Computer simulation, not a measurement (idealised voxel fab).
Presented below is a process module, voxel transistor to metal.
The cross-section shown here is cut; it is 205 nm wide and divided into square cells measuring 5 nm on a side.
When this document writes out a cross-section, it uses a grid of square cells and lists it as bands, beginning at the top and moving down, with a band standing for one or more rows of cells. First you get the band's top height and its bottom height, in nm, and then the materials it's made of, left to right, with each width in nm. If you see a single material with "all across", that one covers the band edge to edge. "blank" is empty space. We count height from 0. Below that, the starting wafer is all one material. The lowest band never ends at the bottom but goes on down; see "0 -> down" for how that is written. The notation "30..40" denotes a width that varies across the rows of cells in the band, beginning at the first number in the top row, finishing at the second number in the bottom row, and changing by an identical amount from each row to the next. Any step labelled "no modifications" changed none of the cells in the cross-section. Closed empty spaces (no open way to the top) of 8 cells or more are what "Voids, sealed" lists, each as width x height at distance from the left edge, nm for all three. Anything after a step's settings on that line? It's the simulator's own note about the step. "overlay nm" on a masked step: distance the mask lay right of its planned place, negative for left.

[The following list gives the planned process steps]
1) RECEIVE,material Si
2) OXIDIZE,depth nm 5
3) CONFORMAL_DEP,material SiN,thk nm 15
4) PATTERN,tone cover,mask id ACTIVE,material resist,width nm 100,thk nm 15,overlay nm 0
5) DIRECTIONAL_ETCH,etch materials SiN,depth nm 15
6) DIRECTIONAL_ETCH,etch materials SiO2,depth nm 5
7) DIRECTIONAL_ETCH,etch materials Si,depth nm 30
8) STRIP,etch materials resist
9) OXIDIZE,depth nm 5
10) FILL_DEP,material SiO2,thk nm 10
11) CMP,height nm 15
12) SELECTIVE_ETCH,etch materials SiO2,depth nm 5
13) STRIP,etch materials SiN
14) SELECTIVE_ETCH,etch materials SiO2,depth nm 5
15) OXIDIZE,depth nm 5
16) DIRECTIONAL_DEP,material polySi,thk nm 30
17) DIRECTIONAL_DEP,material SiCN,thk nm 15
18) MASKED_ETCH,tone cover,mask id GATE,width nm 20,etch materials SiCN,depth nm 25,overlay nm 0
19) MASKED_ETCH,tone cover,mask id GATE,width nm 20,etch materials polySi,depth nm 40,overlay nm 0
20) CONFORMAL_DEP,material SiN,thk nm 10
21) DIRECTIONAL_ETCH,etch materials SiN,depth nm 10
22) DIRECTIONAL_ETCH,etch materials SiO2,depth nm 5
23) DIRECTIONAL_ETCH,etch materials Si,depth nm 10
24) EPI,material SiGe,thk nm 15
25) FILL_DEP,material SiO2,thk nm 10
26) CMP,height nm 40
27) DIRECTIONAL_DEP,material SiO2,thk nm 10
28) PATTERN,tone open,mask id CONTACT,material resist,width nm 20,pitch nm 70,thk nm 15,overlay nm 0
29) DIRECTIONAL_ETCH,etch materials SiO2,depth nm 55
30) STRIP,etch materials resist
31) CONFORMAL_DEP,material TiN,thk nm 5
32) FILL_DEP,material W,thk nm 10
33) CMP,height nm 50
34) DIRECTIONAL_DEP,material TiN,thk nm 5
35) DIRECTIONAL_DEP,material Ru,thk nm 25
36) MASKED_ETCH,tone cover,mask id METAL_1,width nm 20,pitch nm 70,etch materials Ru,depth nm 25,overlay nm 0
37) MASKED_ETCH,tone cover,mask id METAL_1,width nm 20,pitch nm 70,etch materials TiN,depth nm 5,overlay nm 0
38) FILL_DEP,material SiO2,thk nm 5
39) CMP,height nm 80
40) CONFORMAL_DEP,material SiN,thk nm 5

[Here's what the wafer looked like in cross-section when it arrived - that's after step 1]
0 -> down = Si all across
Voids, sealed: none

[Looking at the first of two wafers in cross-section at end of module - ran to plan]
85 -> 80 = SiN all across
80 -> 55 = SiO2 55  Ru 20  SiO2 50  Ru 20  SiO2 60
55 -> 50 = SiO2 55  TiN 20  SiO2 50  TiN 20  SiO2 60
50 -> 40 = SiO2 55  TiN 5  W 10  TiN 5  SiO2 50  TiN 5  W 10  TiN 5  SiO2 60
40 -> 25 = SiO2 55  TiN 5  W 10  TiN 5  SiO2 5  SiN 10  SiCN 20  SiN 10  SiO2 5  TiN 5  W 10  TiN 5  SiO2 60
25 -> 10 = SiO2 55  TiN 5  W 10  TiN 5  SiO2 5  SiN 10  polySi 20  SiN 10  SiO2 5  TiN 5  W 10  TiN 5  SiO2 60
10 -> 5 = SiO2 55  TiN 20  SiO2 5  SiN 10  polySi 20  SiN 10  SiO2 5  TiN 20  SiO2 60
5 -> -5 = SiO2 45  SiN 10  TiN 10  SiGe 15  SiN 10  polySi 20  SiN 10  SiGe 15  TiN 10  SiN 10  SiO2 50
-5 -> -10 = SiO2 55  SiGe 25  SiO2 40  SiGe 25  SiO2 60
-10 -> -20 = SiO2 55  SiGe 25  Si 40  SiGe 25  SiO2 60
-20 -> -40 = SiO2 55  Si 90  SiO2 60
-40 -> down = Si all across
Voids, sealed: none

[What the second wafer looks like in cross-section once the module is done. Its start and its plan matched the first wafer's exactly; what differed was one mistake in how it was run]
85 -> 80 = SiN all across
80 -> 55 = SiO2 55  Ru 20  SiO2 50  Ru 20  SiO2 60
55 -> 50 = SiO2 55  TiN 20  SiO2 50  TiN 20  SiO2 60
50 -> 40 = SiO2 45  TiN 5  W 10  TiN 5  SiO2 50  TiN 5..10  W 10..5  TiN 5  SiO2 70
40 -> 25 = SiO2 45  TiN 5  W 10  TiN 5  SiO2 15  SiN 10  SiCN 20  SiN 10  TiN 5  W 5  TiN 5  SiO2 70
25 -> 10 = SiO2 45  TiN 5  W 10  TiN 5  SiO2 15  SiN 10  polySi 20  SiN 10  TiN 5  W 5  TiN 5  SiO2 70
10 -> 5 = SiO2 45  TiN 20  SiO2 15  SiN 10  polySi 20  SiN 10  TiN 15  SiO2 70
5 -> -5 = SiO2 45  SiN 10  TiN 10  SiGe 15  SiN 10  polySi 20  SiN 10  SiGe 15  SiO2 10  SiN 10  SiO2 50
-5 -> -10 = SiO2 55  SiGe 25  SiO2 40  SiGe 25  SiO2 60
-10 -> -20 = SiO2 55  SiGe 25  Si 40  SiGe 25  SiO2 60
-20 -> -40 = SiO2 55  Si 90  SiO2 60
-40 -> down = Si all across
Voids, sealed: none
Error vs. plan: step 28 was run on a setting that differed from the plan, and what really ran there is PATTERN,tone open,mask id CONTACT,material resist,width nm 20,pitch nm 70,thk nm 15,overlay nm -10
Wrapping up, a cell-based count of both wafers puts the second over or under the first for these materials: SiO2 +11; TiN -4; W -7
